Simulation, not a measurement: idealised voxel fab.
process module | voxel self aligned contacts
cross-section cut | 250 nm wide | cells 5 nm
A cross-section is a grid of square cells, given in bands from the top down. A band is one or more rows of cells.
Each band's line starts with the height of the band's top and of its bottom, in nm. Then come its materials from left to right, each with its width in nm. One material with "throughout" fills the band from edge to edge. "air" is empty space.
Height 0 is the level under which the wafer as received is all one material. The lowest band goes on downwards, as in "0 down".
A width such as "30 to 40" changes by the same amount from each row of cells to the next, from the band's top row to its bottom row.
"no change" after a step means that no cell of the cross-section changed.
closed voids: empty space of 8 cells or more with no open way to the top, each as width x height at its distance from the left edge, in nm
after a step's settings: what the simulator itself notes on the step
overlay nm, on a step with a mask: how far to the right of its planned place the mask lay; to the left if negative
plan
1 op RECEIVE | material Si
2 op CONFORMAL_DEP | material SiO2 | thk nm 5
3 op DIRECTIONAL_DEP | material polySi | thk nm 20
4 op DIRECTIONAL_DEP | material SiN | thk nm 20
5 op DIRECTIONAL_DEP | material aC | thk nm 15
6 op PATTERN | tone cover | mask id GATE | material resist | width nm 35 | pitch nm 70 | thk nm 35 | overlay nm 0
7 op DIRECTIONAL_ETCH | etch materials aC | depth nm 15
8 op STRIP | etch materials resist
9 op DIRECTIONAL_ETCH | etch materials SiN | depth nm 20
10 op DIRECTIONAL_ETCH | etch materials polySi | depth nm 20
11 op STRIP | etch materials aC
12 op CONFORMAL_DEP | material SiN | thk nm 5
13 op DIRECTIONAL_ETCH | etch materials SiN | depth nm 5
14 op FILL_DEP | material SiO2 | thk nm 10
15 op CMP | height nm 50
16 op DIRECTIONAL_DEP | material aC | thk nm 15
17 op PATTERN | tone open | mask id CONTACT | material resist | width nm 55 | thk nm 30 | overlay nm 0
18 op DIRECTIONAL_ETCH | etch materials aC | depth nm 15
19 op STRIP | etch materials resist
20 op DIRECTIONAL_ETCH | etch materials SiO2 | depth nm 50
21 op STRIP | etch materials aC
22 op CONFORMAL_DEP | material TiN | thk nm 5
23 op FILL_DEP | material W | thk nm 10
24 op CMP | height nm 50
25 op CONFORMAL_DEP | material SiCN | thk nm 5
as received, after step 1
  0 down: Si throughout
  closed voids: none
first wafer at the end, as planned
  55 to 50: SiCN throughout
  50 to 45: SiO2 95 | TiN 20 | W 15 | TiN 20 | SiO2 100
  45 to 25: SiO2 65 | SiN 45 | TiN 5 | W 15 | TiN 5 | SiN 45 | SiO2 70
  25 to 5: SiO2 65 | SiN 5 | polySi 35 | SiN 5 | TiN 5 | W 15 | TiN 5 | SiN 5 | polySi 35 | SiN 5 | SiO2 70
  5 to 0: SiO2 110 | TiN 25 | SiO2 115
  0 down: Si throughout
  closed voids: none
second wafer at the end: like start, like plan, one mistake
  55 to 50: SiCN throughout
  50 to 40: SiO2 95 | TiN 5 to 20 | W 45 to 15 | TiN 5 to 20 | SiO2 100
  40 to 20: SiO2 65 | SiN 45 | TiN 5 | W 15 | TiN 5 | SiN 45 | SiO2 70
  20 to 5: SiO2 65 | SiN 5 | polySi 35 | SiN 5 | TiN 5 | W 15 | TiN 5 | SiN 5 | polySi 35 | SiN 5 | SiO2 70
  5 to 0: SiO2 65 | SiN 5 | polySi 35 | SiN 5 | TiN 25 | SiN 5 | polySi 35 | SiN 5 | SiO2 70
  0 down: Si throughout
  closed voids: none
what went wrong: step 2 was left out
at the end the second wafer has, in cells: 6 fewer of SiO2 | 6 more of W
